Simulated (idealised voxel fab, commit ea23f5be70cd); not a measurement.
Process module, titled voxel self aligned contacts
The figure presents cross-section cut, which has a width of 220 nm and is divided into square cells with an edge length of 5 nm.
This document writes a cross-section as a grid whose cells are square, and gives it as bands, listed from the top down; one or more rows of cells form a band. It is stipulated that each band's entry specify, in nanometres, the height of the top of the band and then that of its bottom, followed by the materials of the band in left-to-right sequence, each together with its width in nanometres. A single material marked by the word "edge to edge" is understood to fill the band from edge to edge; the word "empty" is understood to denote empty space. Height is counted from the level 0, under which the received wafer is composed throughout of one material. The lowest of the bands is not closed at the bottom but continues downward, in the notation "from 0 down". Quick explanation for "30->40": the width changes in equal steps down the rows of cells, from the first number in the band's top row to the second number in its bottom row. Where the words "all unchanged" appear for a step, the cross-section shows no cell changed by that step; every cell remained as before. Empty spaces counting at least 8 cells and having no open way to the top are listed in "Closed cavities". The notation width x height at distance is used for each, the distance being from the left edge and all three values in nm. If you see something after the settings on a step's line, that's the simulator's own remark about that step. The optional step-line setting "overlay nm" applies to steps with a mask and quantifies how far to the right of its planned location the mask lay, a negative value indicating leftward placement.

Planned step list for the process
1,RECEIVE | material Si
2,OXIDIZE | depth nm 5
3,DIRECTIONAL_DEP | material polySi | thk nm 30
4,DIRECTIONAL_DEP | material SiN | thk nm 20
5,PATTERN | tone cover | mask id GATE | material resist | width nm 35 | pitch nm 65 | thk nm 15 | overlay nm 0
6,DIRECTIONAL_ETCH | etch materials SiN | depth nm 20
7,DIRECTIONAL_ETCH | etch materials polySi | depth nm 30
8,STRIP | etch materials resist
9,CONFORMAL_DEP | material SiN | thk nm 5
10,DIRECTIONAL_ETCH | etch materials SiN | depth nm 5
11,FILL_DEP | material SiO2 | thk nm 15
12,CMP | height nm 55
13,PATTERN | tone open | mask id CONTACT | material resist | width nm 50 | pitch nm 65 | thk nm 15 | overlay nm 0
14,DIRECTIONAL_ETCH | etch materials SiO2 | depth nm 60
15,STRIP | etch materials resist
16,CONFORMAL_DEP | material TiN | thk nm 5
17,FILL_DEP | material Ru | thk nm 10
18,CMP | height nm 55
19,CONFORMAL_DEP | material SiN | thk nm 5

Cross-section, incoming material, after step 1
	from 0 down  Si edge to edge
	Closed cavities: none

Post-module cross-section of the first of two wafers (run per plan)
	from 60 to 55  SiN edge to edge
	from 55 to 50  SiO2 50 / TiN 20 / Ru 10 / TiN 20 / SiO2 15 / TiN 20 / Ru 10 / TiN 20 / SiO2 55
	from 50 to 30  SiO2 20 / SiN 45 / TiN 5 / Ru 10 / TiN 5 / SiN 45 / TiN 5 / Ru 10 / TiN 5 / SiN 45 / SiO2 25
	from 30 to 0  SiO2 20 / SiN 5 / polySi 35 / SiN 5 / TiN 5 / Ru 10 / TiN 5 / SiN 5 / polySi 35 / SiN 5 / TiN 5 / Ru 10 / TiN 5 / SiN 5 / polySi 35 / SiN 5 / SiO2 25
	from 0 to -5  SiO2 65 / TiN 20 / SiO2 45 / TiN 20 / SiO2 70
	from -5 down  Si edge to edge
	Closed cavities: none

End of module, second wafer, cross-section. Started like the first, planned like the first, run with one mistake
	from 60 to 55  SiN edge to edge
	from 55 to 50  SiO2 60 / TiN 10 / Ru 10 / TiN 30 / SiO2 15 / TiN 10 / Ru 10 / TiN 30 / SiO2 45
	from 50 to 30  SiO2 20 / SiN 45 / TiN 5 / Ru 10 / TiN 5 / SiN 45 / TiN 5 / Ru 10 / TiN 5 / SiN 45 / SiO2 25
	from 30 to 0  SiO2 20 / SiN 5 / polySi 35 / SiN 5 / TiN 5 / Ru 10 / TiN 5 / SiN 5 / polySi 35 / SiN 5 / TiN 5 / Ru 10 / TiN 5 / SiN 5 / polySi 35 / SiN 5 / SiO2 25
	from 0 to -5  SiO2 65 / TiN 20 / SiO2 45 / TiN 20 / SiO2 70
	from -5 down  Si edge to edge
	Closed cavities: none
Want to know what went wrong? off-plan run, step 13, actual operation and settings PATTERN | tone open | mask id CONTACT | material resist | width nm 50 | pitch nm 65 | thk nm 15 | overlay nm 10
At the end, the second wafer has the same number of cells of each material as the first, but those cells sit in other places.
